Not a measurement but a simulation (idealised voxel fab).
process module | voxel transistor to metal
cross-section cut | 170 nm wide | cells 5 nm
A cross-section is a grid of square cells, given in bands from the top down. A band is one or more rows of cells.
Each band's line starts with the height of the band's top and of its bottom, in nm. Then come its materials from left to right, each with its width in nm. One material with "throughout" fills the band from edge to edge. "air" is empty space.
Height 0 is the level under which the wafer as received is all one material. The lowest band goes on downwards, as in "0 down".
A width such as "30 to 40" changes by the same amount from each row of cells to the next, from the band's top row to its bottom row.
"no change" after a step means that no cell of the cross-section changed.
closed voids: empty space of 8 cells or more with no open way to the top, each as width x height at its distance from the left edge, in nm
after a step's settings: what the simulator itself notes on the step
overlay nm, on a step with a mask: how far to the right of its planned place the mask lay; to the left if negative
plan
1 op RECEIVE | material Si
2 op OXIDIZE | depth nm 5
3 op CONFORMAL_DEP | material SiN | thk nm 15
4 op DIRECTIONAL_DEP | material aC | thk nm 15
5 op PATTERN | tone cover | mask id ACTIVE | material resist | width nm 115 | thk nm 30 | overlay nm 0
6 op DIRECTIONAL_ETCH | etch materials aC | depth nm 15
7 op STRIP | etch materials resist
8 op DIRECTIONAL_ETCH | etch materials SiN | depth nm 15
9 op DIRECTIONAL_ETCH | etch materials SiO2 | depth nm 5
10 op DIRECTIONAL_ETCH | etch materials Si | depth nm 30
11 op STRIP | etch materials aC
12 op OXIDIZE | depth nm 5
13 op FILL_DEP | material SiO2 | thk nm 5
14 op CMP | height nm 15
15 op SELECTIVE_ETCH | etch materials SiO2 | depth nm 10
16 op STRIP | etch materials SiN
17 op SELECTIVE_ETCH | etch materials SiO2 | depth nm 5
18 op OXIDIZE | depth nm 5
19 op DIRECTIONAL_DEP | material polySi | thk nm 30
20 op DIRECTIONAL_DEP | material SiCN | thk nm 10
21 op DIRECTIONAL_DEP | material aC | thk nm 10
22 op PATTERN | tone cover | mask id GATE | material resist | width nm 25 | thk nm 30 | overlay nm 0
23 op DIRECTIONAL_ETCH | etch materials aC | depth nm 10
24 op STRIP | etch materials resist
25 op DIRECTIONAL_ETCH | etch materials SiCN | depth nm 20
26 op DIRECTIONAL_ETCH | etch materials polySi | depth nm 40
27 op STRIP | etch materials aC
28 op CONFORMAL_DEP | material SiO2 | thk nm 5
29 op DIRECTIONAL_ETCH | etch materials SiO2 | depth nm 5
30 op CONFORMAL_DEP | material SiN | thk nm 5
31 op DIRECTIONAL_ETCH | etch materials SiN | depth nm 5
32 op DIRECTIONAL_ETCH | etch materials SiO2 | depth nm 5
33 op EPI | material nSi | thk nm 5
34 op FILL_DEP | material SiO2 | thk nm 5
35 op CMP | height nm 35
36 op DIRECTIONAL_DEP | material SiO2 | thk nm 10
37 op DIRECTIONAL_DEP | material aC | thk nm 10
38 op PATTERN | tone open | mask id CONTACT | material resist | width nm 30 | pitch nm 65 | thk nm 30 | overlay nm 0
39 op DIRECTIONAL_ETCH | etch materials aC | depth nm 10
40 op STRIP | etch materials resist
41 op DIRECTIONAL_ETCH | etch materials SiO2 | depth nm 50
42 op STRIP | etch materials aC
43 op CONFORMAL_DEP | material TiN | thk nm 5
44 op FILL_DEP | material Ru | thk nm 10
45 op CMP | height nm 45
46 op DIRECTIONAL_DEP | material TiN | thk nm 5
47 op DIRECTIONAL_DEP | material Ru | thk nm 20
48 op MASKED_ETCH | tone cover | mask id METAL_1 | width nm 15 | pitch nm 80 | etch materials Ru | depth nm 20 | overlay nm 0
49 op MASKED_ETCH | tone cover | mask id METAL_1 | width nm 15 | pitch nm 80 | etch materials TiN | depth nm 5 | overlay nm 0
50 op FILL_DEP | material SiO2 | thk nm 10
51 op CMP | height nm 70
52 op CONFORMAL_DEP | material SiCN | thk nm 5
53 op DIRECTIONAL_DEP | material SiO2 | thk nm 30
54 op MASKED_ETCH | tone open | mask id METAL_2 | width nm 15 | pitch nm 80 | etch materials SiO2 | depth nm 15 | overlay nm 0
55 op DIRECTIONAL_DEP | material aC | thk nm 10
56 op PATTERN | tone open | mask id METAL_2_HOLES | material resist | width nm 15 | pitch nm 80 | thk nm 25 | overlay nm 0
57 op DIRECTIONAL_ETCH | etch materials aC | depth nm 10
58 op STRIP | etch materials resist
59 op DIRECTIONAL_ETCH | etch materials SiO2 | depth nm 15
60 op DIRECTIONAL_ETCH | etch materials SiCN | depth nm 5
61 op STRIP | etch materials aC
62 op CONFORMAL_DEP | material TiN | thk nm 5
63 op FILL_DEP | material Cu | thk nm 10
64 op CMP | height nm 105
65 op CONFORMAL_DEP | material SiN | thk nm 5
varied across the wafers: thk nm of step 62. The plan shows the first wafer's value. All wafers start alike
first wafer as received, after step 1
  0 down: Si throughout
  closed voids: none
first wafer at the end, after step 65
  110 to 105: SiN throughout
  105 to 75: SiO2 35 | TiN 5 | Cu 5 | TiN 5 | SiO2 65 | TiN 5 | Cu 5 | TiN 5 | SiO2 40
  75 to 70: SiCN 35 | TiN 15 | SiCN 65 | TiN 15 | SiCN 40
  70 to 50: SiO2 35 | Ru 15 | SiO2 65 | Ru 15 | SiO2 40
  50 to 45: SiO2 35 | TiN 15 | SiO2 65 | TiN 15 | SiO2 40
  45 to 35: SiO2 35 | TiN 5 | Ru 20 to 15 | TiN 5 to 10 | SiO2 35 | TiN 5 to 10 | Ru 20 to 15 | TiN 5 | SiO2 40
  35 to 25: SiO2 35 | TiN 5 | Ru 15 | TiN 5 | SiN 5 | SiO2 5 | SiCN 25 | SiO2 5 | SiN 5 | TiN 5 | Ru 15 | TiN 5 | SiO2 40
  25 to 0: SiO2 35 | TiN 5 | Ru 15 | TiN 5 | SiN 5 | SiO2 5 | polySi 25 | SiO2 5 | SiN 5 | TiN 5 | Ru 15 | TiN 5 | SiO2 40
  0 to -5: SiO2 25 | SiN 5 | SiO2 5 | TiN 25 | SiN 5 | SiO2 5 | polySi 25 | SiO2 5 | SiN 5 | TiN 25 | SiO2 5 | SiN 5 | SiO2 30
  -5 to -10: SiO2 30 | nSi 30 | SiO2 45 | nSi 30 | SiO2 35
  -10 to -40: SiO2 30 | Si 105 | SiO2 35
  -40 down: Si throughout
  closed voids: none
last wafer at the end
  110 to 105: SiN throughout
  105 to 75: SiO2 35 | TiN 15 | SiO2 65 | TiN 15 | SiO2 40
  75 to 70: SiCN 35 | TiN 15 | SiCN 65 | TiN 15 | SiCN 40
  70 to 50: SiO2 35 | Ru 15 | SiO2 65 | Ru 15 | SiO2 40
  50 to 45: SiO2 35 | TiN 15 | SiO2 65 | TiN 15 | SiO2 40
  45 to 35: SiO2 35 | TiN 5 | Ru 20 to 15 | TiN 5 to 10 | SiO2 35 | TiN 5 to 10 | Ru 20 to 15 | TiN 5 | SiO2 40
  35 to 25: SiO2 35 | TiN 5 | Ru 15 | TiN 5 | SiN 5 | SiO2 5 | SiCN 25 | SiO2 5 | SiN 5 | TiN 5 | Ru 15 | TiN 5 | SiO2 40
  25 to 0: SiO2 35 | TiN 5 | Ru 15 | TiN 5 | SiN 5 | SiO2 5 | polySi 25 | SiO2 5 | SiN 5 | TiN 5 | Ru 15 | TiN 5 | SiO2 40
  0 to -5: SiO2 25 | SiN 5 | SiO2 5 | TiN 25 | SiN 5 | SiO2 5 | polySi 25 | SiO2 5 | SiN 5 | TiN 25 | SiO2 5 | SiN 5 | SiO2 30
  -5 to -10: SiO2 30 | nSi 30 | SiO2 45 | nSi 30 | SiO2 35
  -10 to -40: SiO2 30 | Si 105 | SiO2 35
  -40 down: Si throughout
  closed voids: none
each wafer at the end: cells of each material gained (+) or lost (-) since it was received, then its closed voids
thk nm 5 | +12 Cu | +80 Ru | -146 Si | +38 SiCN | +52 SiN | +586 SiO2 | +84 TiN | +12 nSi | +30 polySi | closed voids: none
thk nm 10 | +80 Ru | -146 Si | +38 SiCN | +52 SiN | +586 SiO2 | +96 TiN | +12 nSi | +30 polySi | closed voids: none
thk nm 15 | +80 Ru | -146 Si | +38 SiCN | +52 SiN | +586 SiO2 | +96 TiN | +12 nSi | +30 polySi | closed voids: none
thk nm 20 | +80 Ru | -146 Si | +38 SiCN | +52 SiN | +586 SiO2 | +96 TiN | +12 nSi | +30 polySi | closed voids: none
